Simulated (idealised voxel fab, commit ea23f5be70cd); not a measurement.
The process module that follows is named voxel trench capacitor.
Section shown: cut. Width: 235 nm. Cell size: 5 nm, square.
When this document writes out a cross-section, it uses a grid of square cells and lists it as bands, beginning at the top and moving down, with a band standing for one or more rows of cells. Heads up on the band format: heights come first, top then bottom, in nm. After that it's the materials left to right, each with its width in nm. A single material flagged "edge to edge" fills the whole band edge to edge, and "empty" means there's empty space there. Ref level 0: as-received wafer is one material below here. Bottom band extends down with no lower bound ("0..down"). Top row gets the first number, bottom row gets the second, and each row in between changes by the same step: that is how a band width like "30..40" works. No cell of the cross-section changed in a step that is given as "nothing changed". In the "Trapped voids" entry, you get each enclosed empty space of 8 cells or more, one with no open way to the top, written width x height at distance, distance from the left edge, in nm. On each step's line, the part that comes after the settings is the simulator's own comment on the step. overlay nm: for a step with a mask, the amount by which the mask lay right of where it was planned; a negative amount means left of it.
### Steps planned for the process
| 1 | RECEIVE (material Si) |
| 2 | CONFORMAL_DEP (material SiN; thk nm 5) |
| 3 | MASKED_ETCH (tone open; mask id TRENCH; width nm 25; pitch nm 40; etch materials SiN; depth nm 5; overlay nm 0) |
| 4 | MASKED_ETCH (tone open; mask id TRENCH; width nm 25; pitch nm 40; etch materials Si; depth nm 35; overlay nm 0) |
| 5 | CONFORMAL_DEP (material HfO2; thk nm 5) |
| 6 | CONFORMAL_DEP (material TiN; thk nm 5) |
| 7 | FILL_DEP (material W; thk nm 10) |
| 8 | CMP (height nm 5) |
### Below: the first of two wafers, run as planned
### As received (post step 1): cross-section
* 0..down = Si edge to edge
* Trapped voids: none
### Presented here is a cross-section of the wafer after step 2 has been performed
* 5..0 = SiN edge to edge
* Below 0 it's all the same as before, nothing changed down there.
### Presented here is a cross-section of the wafer after step 3 has been performed
* 5..0 = SiN 65; empty 25; SiN 15; empty 25; SiN 15; empty 25; SiN 65
* Below 0 it's all the same as before, nothing changed down there.
### Presented here is a cross-section of the wafer after step 4 has been performed
* 5..0 = SiN 65; empty 25; SiN 15; empty 25; SiN 15; empty 25; SiN 65
* 0..-35 = Si 65; empty 25; Si 15; empty 25; Si 15; empty 25; Si 65
* Below -35 it's all the same as before, nothing changed down there.
### Presented here is a cross-section of the wafer after step 5 has been performed
* 10..5 = HfO2 70; empty 15; HfO2 25; empty 15; HfO2 25; empty 15; HfO2 70
* 5..0 = SiN 65; HfO2 5; empty 15; HfO2 5; SiN 15; HfO2 5; empty 15; HfO2 5; SiN 15; HfO2 5; empty 15; HfO2 5; SiN 65
* 0..-30 = Si 65; HfO2 5; empty 15; HfO2 5; Si 15; HfO2 5; empty 15; HfO2 5; Si 15; HfO2 5; empty 15; HfO2 5; Si 65
* -30..-35 = Si 65; HfO2 25; Si 15; HfO2 25; Si 15; HfO2 25; Si 65
* Below -35 it's all the same as before, nothing changed down there.
### Presented here is a cross-section of the wafer after step 6 has been performed
* 15..10 = TiN 75; empty 5; TiN 35; empty 5; TiN 35; empty 5; TiN 75
* 10..5 = HfO2 70; TiN 5; empty 5; TiN 5; HfO2 25; TiN 5; empty 5; TiN 5; HfO2 25; TiN 5; empty 5; TiN 5; HfO2 70
* 5..0 = SiN 65; HfO2 5; TiN 5; empty 5; TiN 5; HfO2 5; SiN 15; HfO2 5; TiN 5; empty 5; TiN 5; HfO2 5; SiN 15; HfO2 5; TiN 5; empty 5; TiN 5; HfO2 5; SiN 65
* 0..-25 = Si 65; HfO2 5; TiN 5; empty 5; TiN 5; HfO2 5; Si 15; HfO2 5; TiN 5; empty 5; TiN 5; HfO2 5; Si 15; HfO2 5; TiN 5; empty 5; TiN 5; HfO2 5; Si 65
* -25..-30 = Si 65; HfO2 5; TiN 15; HfO2 5; Si 15; HfO2 5; TiN 15; HfO2 5; Si 15; HfO2 5; TiN 15; HfO2 5; Si 65
* Below -30 it's all the same as before, nothing changed down there.
### Presented here is a cross-section of the wafer after step 7 has been performed
* 25..15 = W edge to edge
* 15..10 = TiN 75; W 5; TiN 35; W 5; TiN 35; W 5; TiN 75
* 10..5 = HfO2 70; TiN 5; W 5; TiN 5; HfO2 25; TiN 5; W 5; TiN 5; HfO2 25; TiN 5; W 5; TiN 5; HfO2 70
* 5..0 = SiN 65; HfO2 5; TiN 5; W 5; TiN 5; HfO2 5; SiN 15; HfO2 5; TiN 5; W 5; TiN 5; HfO2 5; SiN 15; HfO2 5; TiN 5; W 5; TiN 5; HfO2 5; SiN 65
* 0..-25 = Si 65; HfO2 5; TiN 5; W 5; TiN 5; HfO2 5; Si 15; HfO2 5; TiN 5; W 5; TiN 5; HfO2 5; Si 15; HfO2 5; TiN 5; W 5; TiN 5; HfO2 5; Si 65
* Below -25 it's all the same as before, nothing changed down there.
### Presented here is a cross-section of the wafer after step 8 has been performed
* 5..0 = SiN 65; HfO2 5; TiN 5; W 5; TiN 5; HfO2 5; SiN 15; HfO2 5; TiN 5; W 5; TiN 5; HfO2 5; SiN 15; HfO2 5; TiN 5; W 5; TiN 5; HfO2 5; SiN 65
* Below 0 it's all the same as before, nothing changed down there.
### Okay, second wafer. Nothing different at the start, nothing different in the plan, just one mistake somewhere in the running. As far as step 2, counting that step, it's the first wafer all over again
### X-section, second wafer, when step 3 was due to finish
* 5..0 = empty 65; SiN 25; empty 15; SiN 25; empty 15; SiN 25; empty 65
* Below 0 it's all the same as before, nothing changed down there.
X-section, second wafer, when step 4 was due to finish: nothing changed
### X-section, second wafer, when step 5 was due to finish
* 10..5 = empty 60; HfO2 35; empty 5; HfO2 35; empty 5; HfO2 35; empty 60
* 5..0 = HfO2 65; SiN 25; HfO2 15; SiN 25; HfO2 15; SiN 25; HfO2 65
* Below 0 it's all the same as before, nothing changed down there.
### X-section, second wafer, when step 6 was due to finish
* 15..10 = empty 55; TiN 125; empty 55
* 10..5 = TiN 60; HfO2 35; TiN 5; HfO2 35; TiN 5; HfO2 35; TiN 60
* Below 5 it's all the same as before, nothing changed down there.
### X-section, second wafer, when step 7 was due to finish
* 25..15 = W edge to edge
* 15..10 = W 55; TiN 125; W 55
* Below 10 it's all the same as before, nothing changed down there.
### X-section, second wafer, when step 8 was due to finish
* 5..0 = HfO2 65; SiN 25; HfO2 15; SiN 25; HfO2 15; SiN 25; HfO2 65
* Below 0 it's all the same as before, nothing changed down there.
Processing error: step 3 ran with different settings than intended, the actual operation and settings being MASKED_ETCH (tone cover; mask id TRENCH; width nm 25; pitch nm 40; etch materials SiN; depth nm 5; overlay nm 0)
The final cell counts differ between the wafers, with the second having more or fewer of some materials than the first: 25 fewer of HfO2; 105 more of Si; 17 fewer of SiN; 45 fewer of TiN; 18 fewer of W
